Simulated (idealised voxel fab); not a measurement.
A process module follows: voxel self aligned contacts.
We display cut, a cross-section 155 nm in width whose square cells are each 5 nm.
A cross-section is a grid of square cells, given in bands from the top down. A band is one or more rows of cells. Read a band's entry like this: the first values are the height of its top and the height of its bottom in nm, and what follows is the sequence of materials from left to right, each with its width in nm. Note that "blank" is empty space, and that a single material marked "full width" reaches across the band from edge to edge. Heights from 0 (as-received wafer is one material below). Bottom band endless downward, as "z 0 and below". You'd read "30 to 40" like this: the band's top row of cells is as wide as the first number, its bottom row is as wide as the second, and going down, every row changes width by the same amount as the row before did. Any step labelled "no change occurred" changed none of the cells in the cross-section. Closed empty spaces (no open way to the top) of 8 cells or more are what "Closed void catalog" lists, each as width x height at distance from the left edge, nm for all three. Anything after a step's settings on that line? It's the simulator's own note about the step. overlay nm: mask offset rightward from planned place, masked step; negative means leftward offset.

-- The following list gives the planned process steps
1 RECEIVE: material Si
2 CONFORMAL_DEP: material SiO2, thk nm 5
3 DIRECTIONAL_DEP: material polySi, thk nm 20
4 DIRECTIONAL_DEP: material SiN, thk nm 15
5 PATTERN: tone cover, mask id GATE, material resist, width nm 30, pitch nm 55, thk nm 20, overlay nm 0
6 DIRECTIONAL_ETCH: etch materials SiN, depth nm 15
7 DIRECTIONAL_ETCH: etch materials polySi, depth nm 20
8 STRIP: etch materials resist
9 CONFORMAL_DEP: material SiN, thk nm 5
10 DIRECTIONAL_ETCH: etch materials SiN, depth nm 5
11 FILL_DEP: material SiO2, thk nm 10
12 CMP: height nm 45
13 DIRECTIONAL_DEP: material aC, thk nm 10
14 PATTERN: tone open, mask id CONTACT, material resist, width nm 35, thk nm 30, overlay nm 0
15 DIRECTIONAL_ETCH: etch materials aC, depth nm 10
16 STRIP: etch materials resist
17 DIRECTIONAL_ETCH: etch materials SiO2, depth nm 45
18 STRIP: etch materials aC
19 CONFORMAL_DEP: material TiN, thk nm 5
20 FILL_DEP: material W, thk nm 10
21 CMP: height nm 45
22 CONFORMAL_DEP: material SiCN, thk nm 5

-- Concerning the first of two wafers, which was run in accordance with the plan

-- Wafer at receipt (post step 1), cross-section
* z 0 and below  Si full width
* Closed void catalog: none

-- Cross-section: wafer state after step 2
* z 5 to 0  SiO2 full width
* At heights below 0, the structure remains unaltered.

-- Cross-section: wafer state after step 3
* z 25 to 5  polySi full width
* At heights below 5, the structure remains unaltered.

-- Cross-section: wafer state after step 4
* z 40 to 25  SiN full width
* At heights below 25, the structure remains unaltered.

-- Cross-section: wafer state after step 5
* z 60 to 40  35 blank, 30 resist, 25 blank, 30 resist, 35 blank
* At heights below 40, the structure remains unaltered.

-- Cross-section: wafer state after step 6
* z 60 to 40  35 blank, 30 resist, 25 blank, 30 resist, 35 blank
* z 40 to 25  35 blank, 30 SiN, 25 blank, 30 SiN, 35 blank
* At heights below 25, the structure remains unaltered.

-- Cross-section: wafer state after step 7
* z 60 to 40  35 blank, 30 resist, 25 blank, 30 resist, 35 blank
* z 40 to 25  35 blank, 30 SiN, 25 blank, 30 SiN, 35 blank
* z 25 to 5  35 blank, 30 polySi, 25 blank, 30 polySi, 35 blank
* At heights below 5, the structure remains unaltered.

-- Cross-section: wafer state after step 8
* z 40 to 25  35 blank, 30 SiN, 25 blank, 30 SiN, 35 blank
* At heights below 25, the structure remains unaltered.

-- Cross-section: wafer state after step 9
* z 45 to 25  30 blank, 40 SiN, 15 blank, 40 SiN, 30 blank
* z 25 to 10  30 blank, 5 SiN, 30 polySi, 5 SiN, 15 blank, 5 SiN, 30 polySi, 5 SiN, 30 blank
* z 10 to 5  35 SiN, 30 polySi, 25 SiN, 30 polySi, 35 SiN
* At heights below 5, the structure remains unaltered.

-- Cross-section: wafer state after step 10
* z 40 to 25  30 blank, 40 SiN, 15 blank, 40 SiN, 30 blank
* z 25 to 5  30 blank, 5 SiN, 30 polySi, 5 SiN, 15 blank, 5 SiN, 30 polySi, 5 SiN, 30 blank
* At heights below 5, the structure remains unaltered.

-- Cross-section: wafer state after step 11
* z 50 to 40  SiO2 full width
* z 40 to 25  30 SiO2, 40 SiN, 15 SiO2, 40 SiN, 30 SiO2
* z 25 to 5  30 SiO2, 5 SiN, 30 polySi, 5 SiN, 15 SiO2, 5 SiN, 30 polySi, 5 SiN, 30 SiO2
* At heights below 5, the structure remains unaltered.

-- Cross-section: wafer state after step 12
* z 45 to 40  SiO2 full width
* At heights below 40, the structure remains unaltered.

-- Cross-section: wafer state after step 13
* z 55 to 45  aC full width
* At heights below 45, the structure remains unaltered.

-- Cross-section: wafer state after step 14
* z 85 to 55  60 resist, 35 blank, 60 resist
* At heights below 55, the structure remains unaltered.

-- Cross-section: wafer state after step 15
* z 75 to 55  60 resist, 35 blank, 60 resist
* z 55 to 45  60 aC, 35 blank, 60 aC
* At heights below 45, the structure remains unaltered.

-- Cross-section: wafer state after step 16
* z 55 to 45  60 aC, 35 blank, 60 aC
* At heights below 45, the structure remains unaltered.

-- Cross-section: wafer state after step 17
* z 55 to 45  60 aC, 35 blank, 60 aC
* z 45 to 40  60 SiO2, 35 blank, 60 SiO2
* z 40 to 25  30 SiO2, 40 SiN, 15 blank, 40 SiN, 30 SiO2
* z 25 to 5  30 SiO2, 5 SiN, 30 polySi, 5 SiN, 15 blank, 5 SiN, 30 polySi, 5 SiN, 30 SiO2
* z 5 to 0  70 SiO2, 15 blank, 70 SiO2
* At heights below 0, the structure remains unaltered.

-- Cross-section: wafer state after step 18
* z 45 to 40  60 SiO2, 35 blank, 60 SiO2
* At heights below 40, the structure remains unaltered.

-- Cross-section: wafer state after step 19
* z 50 to 45  65 TiN, 25 blank, 65 TiN
* z 45 to 40  60 SiO2, 15 TiN, 5 blank, 15 TiN, 60 SiO2
* z 40 to 25  30 SiO2, 40 SiN, 5 TiN, 5 blank, 5 TiN, 40 SiN, 30 SiO2
* z 25 to 5  30 SiO2, 5 SiN, 30 polySi, 5 SiN, 5 TiN, 5 blank, 5 TiN, 5 SiN, 30 polySi, 5 SiN, 30 SiO2
* z 5 to 0  70 SiO2, 15 TiN, 70 SiO2
* At heights below 0, the structure remains unaltered.

-- Cross-section: wafer state after step 20
* z 60 to 50  W full width
* z 50 to 45  65 TiN, 25 W, 65 TiN
* z 45 to 40  60 SiO2, 15 TiN, 5 W, 15 TiN, 60 SiO2
* z 40 to 25  30 SiO2, 40 SiN, 5 TiN, 5 W, 5 TiN, 40 SiN, 30 SiO2
* z 25 to 5  30 SiO2, 5 SiN, 30 polySi, 5 SiN, 5 TiN, 5 W, 5 TiN, 5 SiN, 30 polySi, 5 SiN, 30 SiO2
* At heights below 5, the structure remains unaltered.

-- Cross-section: wafer state after step 21
* z 45 to 40  60 SiO2, 15 TiN, 5 W, 15 TiN, 60 SiO2
* At heights below 40, the structure remains unaltered.

-- Cross-section: wafer state after step 22
* z 50 to 45  SiCN full width
* At heights below 45, the structure remains unaltered.

-- Wafer two of the pair: same origin, same plan, one error during the run; identical to wafer one up to and including step 2

-- Planned end of step 3: second wafer, cross-section
* z 20 to 5  SiN full width
* At heights below 5, the structure remains unaltered.

-- Planned end of step 4: second wafer, cross-section
* z 40 to 20  polySi full width
* At heights below 20, the structure remains unaltered.

-- Planned end of step 5: second wafer, cross-section
* z 60 to 40  35 blank, 30 resist, 25 blank, 30 resist, 35 blank
* At heights below 40, the structure remains unaltered.

Planned end of step 6: second wafer, cross-section: no change occurred

-- Planned end of step 7: second wafer, cross-section
* z 60 to 40  35 blank, 30 resist, 25 blank, 30 resist, 35 blank
* z 40 to 20  35 blank, 30 polySi, 25 blank, 30 polySi, 35 blank
* At heights below 20, the structure remains unaltered.

-- Planned end of step 8: second wafer, cross-section
* z 40 to 20  35 blank, 30 polySi, 25 blank, 30 polySi, 35 blank
* At heights below 20, the structure remains unaltered.

-- Planned end of step 9: second wafer, cross-section
* z 45 to 40  30 blank, 40 SiN, 15 blank, 40 SiN, 30 blank
* z 40 to 25  30 blank, 5 SiN, 30 polySi, 5 SiN, 15 blank, 5 SiN, 30 polySi, 5 SiN, 30 blank
* z 25 to 20  35 SiN, 30 polySi, 25 SiN, 30 polySi, 35 SiN
* At heights below 20, the structure remains unaltered.

-- Planned end of step 10: second wafer, cross-section
* z 40 to 20  30 blank, 5 SiN, 30 polySi, 5 SiN, 15 blank, 5 SiN, 30 polySi, 5 SiN, 30 blank
* At heights below 20, the structure remains unaltered.

-- Planned end of step 11: second wafer, cross-section
* z 50 to 40  SiO2 full width
* z 40 to 20  30 SiO2, 5 SiN, 30 polySi, 5 SiN, 15 SiO2, 5 SiN, 30 polySi, 5 SiN, 30 SiO2
* At heights below 20, the structure remains unaltered.

-- Planned end of step 12: second wafer, cross-section
* z 45 to 40  SiO2 full width
* At heights below 40, the structure remains unaltered.

-- Planned end of step 13: second wafer, cross-section
* z 55 to 45  aC full width
* At heights below 45, the structure remains unaltered.

-- Planned end of step 14: second wafer, cross-section
* z 85 to 55  60 resist, 35 blank, 60 resist
* At heights below 55, the structure remains unaltered.

-- Planned end of step 15: second wafer, cross-section
* z 75 to 55  60 resist, 35 blank, 60 resist
* z 55 to 45  60 aC, 35 blank, 60 aC
* At heights below 45, the structure remains unaltered.

-- Planned end of step 16: second wafer, cross-section
* z 55 to 45  60 aC, 35 blank, 60 aC
* At heights below 45, the structure remains unaltered.

-- Planned end of step 17: second wafer, cross-section
* z 55 to 45  60 aC, 35 blank, 60 aC
* z 45 to 40  60 SiO2, 35 blank, 60 SiO2
* z 40 to 20  30 SiO2, 5 SiN, 30 polySi, 5 SiN, 15 blank, 5 SiN, 30 polySi, 5 SiN, 30 SiO2
* At heights below 20, the structure remains unaltered.

-- Planned end of step 18: second wafer, cross-section
* z 45 to 40  60 SiO2, 35 blank, 60 SiO2
* At heights below 40, the structure remains unaltered.

-- Planned end of step 19: second wafer, cross-section
* z 50 to 45  65 TiN, 25 blank, 65 TiN
* z 45 to 40  60 SiO2, 15 TiN, 5 blank, 15 TiN, 60 SiO2
* z 40 to 25  30 SiO2, 5 SiN, 30 polySi, 5 SiN, 5 TiN, 5 blank, 5 TiN, 5 SiN, 30 polySi, 5 SiN, 30 SiO2
* z 25 to 20  30 SiO2, 5 SiN, 30 polySi, 5 SiN, 15 TiN, 5 SiN, 30 polySi, 5 SiN, 30 SiO2
* At heights below 20, the structure remains unaltered.

-- Planned end of step 20: second wafer, cross-section
* z 60 to 50  W full width
* z 50 to 45  65 TiN, 25 W, 65 TiN
* z 45 to 40  60 SiO2, 15 TiN, 5 W, 15 TiN, 60 SiO2
* z 40 to 25  30 SiO2, 5 SiN, 30 polySi, 5 SiN, 5 TiN, 5 W, 5 TiN, 5 SiN, 30 polySi, 5 SiN, 30 SiO2
* At heights below 25, the structure remains unaltered.

-- Planned end of step 21: second wafer, cross-section
* z 45 to 40  60 SiO2, 15 TiN, 5 W, 15 TiN, 60 SiO2
* At heights below 40, the structure remains unaltered.

-- Planned end of step 22: second wafer, cross-section
* z 50 to 45  SiCN full width
* At heights below 45, the structure remains unaltered.
Processing error: steps 3 and 4 swapped
The second wafer ends with more or fewer cells of some materials than the first, per final count: +45 SiN | -33 SiO2 | -8 TiN | -4 W
